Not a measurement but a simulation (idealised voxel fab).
process module | voxel released beams
cross-section cut | 210 nm wide | cells 5 nm
A cross-section is a grid of square cells, given in bands from the top down. A band is one or more rows of cells.
Each band's line starts with the height of the band's top and of its bottom, in nm. Then come its materials from left to right, each with its width in nm. One material with "throughout" fills the band from edge to edge. "air" is empty space.
Height 0 is the level under which the wafer as received is all one material. The lowest band goes on downwards, as in "0 down".
A width such as "30 to 40" changes by the same amount from each row of cells to the next, from the band's top row to its bottom row.
"no change" after a step means that no cell of the cross-section changed.
closed voids: empty space of 8 cells or more with no open way to the top, each as width x height at its distance from the left edge, in nm
after a step's settings: what the simulator itself notes on the step
overlay nm, on a step with a mask: how far to the right of its planned place the mask lay; to the left if negative
plan
1 op RECEIVE | material Si
2 op CONFORMAL_DEP | material Al2O3 | thk nm 5
3 op DIRECTIONAL_DEP | material SiO2 | thk nm 20
4 op DIRECTIONAL_DEP | material aC | thk nm 10
5 op PATTERN | tone open | mask id ANCHOR | material resist | width nm 25 | thk nm 25 | overlay nm 0
6 op DIRECTIONAL_ETCH | etch materials aC | depth nm 10
7 op STRIP | etch materials resist
8 op DIRECTIONAL_ETCH | etch materials SiO2 | depth nm 20
9 op STRIP | etch materials aC
10 op CONFORMAL_DEP | material W | thk nm 10
11 op MASKED_ETCH | tone cover | mask id BEAM | width nm 80 | etch materials W | depth nm 10 | overlay nm 0
12 op STRIP | etch materials SiO2
varied across the wafers: width nm of step 5. The plan shows the first wafer's value. All wafers start alike
first wafer as received, after step 1
  0 down: Si throughout
  closed voids: none
first wafer at the end, after step 12
  35 to 25: air 60 | W 20 | air 5 | W 55 | air 70
  25 to 15: air 70 | W 10 | air 5 | W 10 | air 115
  15 to 5: air 70 | W 25 | air 115
  5 to 0: Al2O3 throughout
  0 down: Si throughout
  closed voids: none
last wafer at the end
  35 to 25: air 60 | W 10 | air 30 | W 40 | air 70
  25 to 15: air 60 | W 10 | air 30 | W 10 | air 100
  15 to 5: air 60 | W 50 | air 100
  5 to 0: Al2O3 throughout
  0 down: Si throughout
  closed voids: none
each wafer at the end: cells of each material gained (+) or lost (-) since it was received, then its closed voids
width nm 25 | +42 Al2O3 | +48 W | closed voids: none
width nm 30 | +42 Al2O3 | +48 W | closed voids: none
width nm 35 | +42 Al2O3 | +48 W | closed voids: none
width nm 40 | +42 Al2O3 | +48 W | closed voids: none
width nm 45 | +42 Al2O3 | +48 W | closed voids: none
width nm 50 | +42 Al2O3 | +48 W | closed voids: none
